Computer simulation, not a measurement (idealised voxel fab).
This is a process module. Its name is voxel released beams.
Shown is cross-section cut, with a width of 140 nm and square cells of size 5 nm.
Each cross-section below is a grid of square cells, stated as bands in top-down order, with one or more rows of cells making up each band. Band entry format. Leading values: height of top, height of bottom, nm. Remainder: materials in left-to-right order, each with its width in nm. Special words: "full width" on a single material, which then fills the band edge to edge; "air", empty space. Where do heights start? At 0: under that level the wafer as delivered is made of one material only. And the lowest band has no floor; it just carries on downward, as in "0 down". The notation "30 to 40" denotes a width that varies across the rows of cells in the band, beginning at the first number in the top row, finishing at the second number in the bottom row, and changing by an identical amount from each row to the next. Key: "no modifications" - step with no changed cell in the cross-section. "Trapped void list" enumerates empty spaces isolated from the top, with no open way to it, that contain at least 8 cells, giving each as width x height at distance from the left edge, all three in nm. Where a step's line continues beyond its settings, the continuation is a remark by the simulator itself on that step. overlay nm: for a step with a mask, the amount by which the mask lay right of where it was planned; a negative amount means left of it.
### Process steps (planned)
1) RECEIVE | material Si
2) CONFORMAL_DEP | material SiN | thk nm 10
3) DIRECTIONAL_DEP | material SiO2 | thk nm 10
4) MASKED_ETCH | tone open | mask id ANCHOR | width nm 35 | etch materials SiO2 | depth nm 10 | overlay nm 0
5) CONFORMAL_DEP | material polySi | thk nm 15
6) DIRECTIONAL_DEP | material aC | thk nm 15
7) PATTERN | tone cover | mask id BEAM | material resist | width nm 80 | thk nm 35 | overlay nm 0
8) DIRECTIONAL_ETCH | etch materials aC | depth nm 15
9) STRIP | etch materials resist
10) DIRECTIONAL_ETCH | etch materials polySi | depth nm 15
11) STRIP | etch materials aC
12) STRIP | etch materials SiO2
### Cross-section of the wafer upon arrival, representing the state reached after step 1
- 0 down | Si full width
- Trapped void list: none
### This is how the wafer looks in cross-section once the module is done, given the starting state and plan above and one mistake in carrying the plan out
- 50 to 35 | air 25, polySi 80, air 35
- 35 to 20 | polySi full width
- 20 to 10 | SiO2 30, polySi 35, SiO2 75
- 10 to 0 | SiN full width
- 0 down | Si full width
- Trapped void list: none
Deviation noted in wafer processing: plan step 5 ran twice
